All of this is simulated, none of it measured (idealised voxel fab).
Process module, titled voxel ribs on slabs
The cross-section on display is named cut; it measures 285 nm wide, and its cells are 5 nm squares.
Heads up, the way a cross-section reads in here is a grid of square cells, handed over as bands from the top down, with every band being one or more rows of cells.
Band: top and bottom heights (nm) first, top before bottom; then materials from left to right, widths in nm. "everywhere" marks a sole material filling the band edge to edge. "blank" denotes empty space.
Heights from 0 (as-received wafer is one material below). Bottom band endless downward, as "from 0 down".
When a width is written as two numbers, as in "30 to 40", the first number is the width in the top row of cells of the band and the second is the width in its bottom row, and the width changes by the same amount from each row to the next.
You'll sometimes find "nothing different" written for a step, and that's the way of saying that nowhere in the cross-section did a cell change during that step.
For the entry "Unvented cavities", the listed items are empty spaces with no open way to the top whose size is 8 cells or more; each item follows the pattern width x height at distance, where distance is from the left edge and all three are in nm.
Note: text after step settings on the step line = simulator remark on that step.
overlay nm: mask right of planned place by this much (step with mask). Neg. = left.
## Below is the list of planned process steps
| 1 | RECEIVE: material Si |
| 2 | DIRECTIONAL_DEP: material SiO2, thk nm 20 |
| 3 | DIRECTIONAL_DEP: material polySi, thk nm 25 |
| 4 | PATTERN: tone cover, mask id RIB, material resist, width nm 30, thk nm 15, overlay nm 0 |
| 5 | DIRECTIONAL_ETCH: etch materials polySi, depth nm 10 |
| 6 | STRIP: etch materials resist |
| 7 | DIRECTIONAL_DEP: material aC, thk nm 10 |
| 8 | PATTERN: tone cover, mask id SLAB, material resist, width nm 90, thk nm 30, overlay nm 0 |
| 9 | DIRECTIONAL_ETCH: etch materials aC, depth nm 10 |
| 10 | STRIP: etch materials resist |
| 11 | DIRECTIONAL_ETCH: etch materials polySi, depth nm 15 |
| 12 | STRIP: etch materials aC |
| 13 | FILL_DEP: material SiO2, thk nm 20 |
| 14 | CMP: height nm 60 |
| 15 | DIRECTIONAL_DEP: material W, thk nm 5 |
| 16 | MASKED_ETCH: tone cover, mask id HEATER, width nm 40, etch materials W, depth nm 5, overlay nm 0 |
| 17 | CONFORMAL_DEP: material SiO2, thk nm 10 |
## The first wafer of two, processed as planned
## Incoming wafer in cross-section (state: after step 1)
    from 0 down | Si everywhere
    Unvented cavities: none
## Step 2 complete: cross-section through the wafer
    from 20 to 0 | SiO2 everywhere
    Under the height 0 nothing was changed.
## Step 3 complete: cross-section through the wafer
    from 45 to 20 | polySi everywhere
    Under the height 20 nothing was changed.
## Step 4 complete: cross-section through the wafer
    from 60 to 45 | blank 125 nm; resist 30 nm; blank 130 nm
    Under the height 45 nothing was changed.
## Step 5 complete: cross-section through the wafer
    from 60 to 45 | blank 125 nm; resist 30 nm; blank 130 nm
    from 45 to 35 | blank 125 nm; polySi 30 nm; blank 130 nm
    Under the height 35 nothing was changed.
## Step 6 complete: cross-section through the wafer
    from 45 to 35 | blank 125 nm; polySi 30 nm; blank 130 nm
    Under the height 35 nothing was changed.
## Step 7 complete: cross-section through the wafer
    from 55 to 45 | blank 125 nm; aC 30 nm; blank 130 nm
    from 45 to 35 | aC 125 nm; polySi 30 nm; aC 130 nm
    Under the height 35 nothing was changed.
## Step 8 complete: cross-section through the wafer
    from 85 to 55 | blank 95 nm; resist 90 nm; blank 100 nm
    from 55 to 45 | blank 95 nm; resist 30 nm; aC 30 nm; resist 30 nm; blank 100 nm
    Under the height 45 nothing was changed.
## Step 9 complete: cross-section through the wafer
    from 75 to 55 | blank 95 nm; resist 90 nm; blank 100 nm
    from 55 to 45 | blank 95 nm; resist 30 nm; aC 30 nm; resist 30 nm; blank 100 nm
    from 45 to 35 | blank 95 nm; aC 30 nm; polySi 30 nm; aC 30 nm; blank 100 nm
    Under the height 35 nothing was changed.
## Step 10 complete: cross-section through the wafer
    from 55 to 45 | blank 125 nm; aC 30 nm; blank 130 nm
    Under the height 45 nothing was changed.
## Step 11 complete: cross-section through the wafer
    from 55 to 45 | blank 125 nm; aC 30 nm; blank 130 nm
    from 45 to 35 | blank 95 nm; aC 30 nm; polySi 30 nm; aC 30 nm; blank 100 nm
    from 35 to 20 | blank 95 nm; polySi 90 nm; blank 100 nm
    Under the height 20 nothing was changed.
## Step 12 complete: cross-section through the wafer
    from 45 to 35 | blank 125 nm; polySi 30 nm; blank 130 nm
    Under the height 35 nothing was changed.
## Step 13 complete: cross-section through the wafer
    from 65 to 45 | SiO2 everywhere
    from 45 to 35 | SiO2 125 nm; polySi 30 nm; SiO2 130 nm
    from 35 to 20 | SiO2 95 nm; polySi 90 nm; SiO2 100 nm
    Under the height 20 nothing was changed.
## Step 14 complete: cross-section through the wafer
    from 60 to 45 | SiO2 everywhere
    Under the height 45 nothing was changed.
## Step 15 complete: cross-section through the wafer
    from 65 to 60 | W everywhere
    Under the height 60 nothing was changed.
## Step 16 complete: cross-section through the wafer
    from 65 to 60 | blank 120 nm; W 40 nm; blank 125 nm
    Under the height 60 nothing was changed.
## Step 17 complete: cross-section through the wafer
    from 75 to 70 | blank 110 nm; SiO2 60 nm; blank 115 nm
    from 70 to 65 | SiO2 everywhere
    from 65 to 60 | SiO2 120 nm; W 40 nm; SiO2 125 nm
    Under the height 60 nothing was changed.
## Second wafer, same starting conditions and recipe as the first, one mistake in executing it, nothing differs from the first up to and including step 16
Cross-sectional view of the second wafer at the intended end time of process step 17: nothing different
Error vs. plan: not run: step 17 of the plan (skipped)
The final cell counts differ between the wafers, with the second having more or fewer of some materials than the first: -118 SiO2
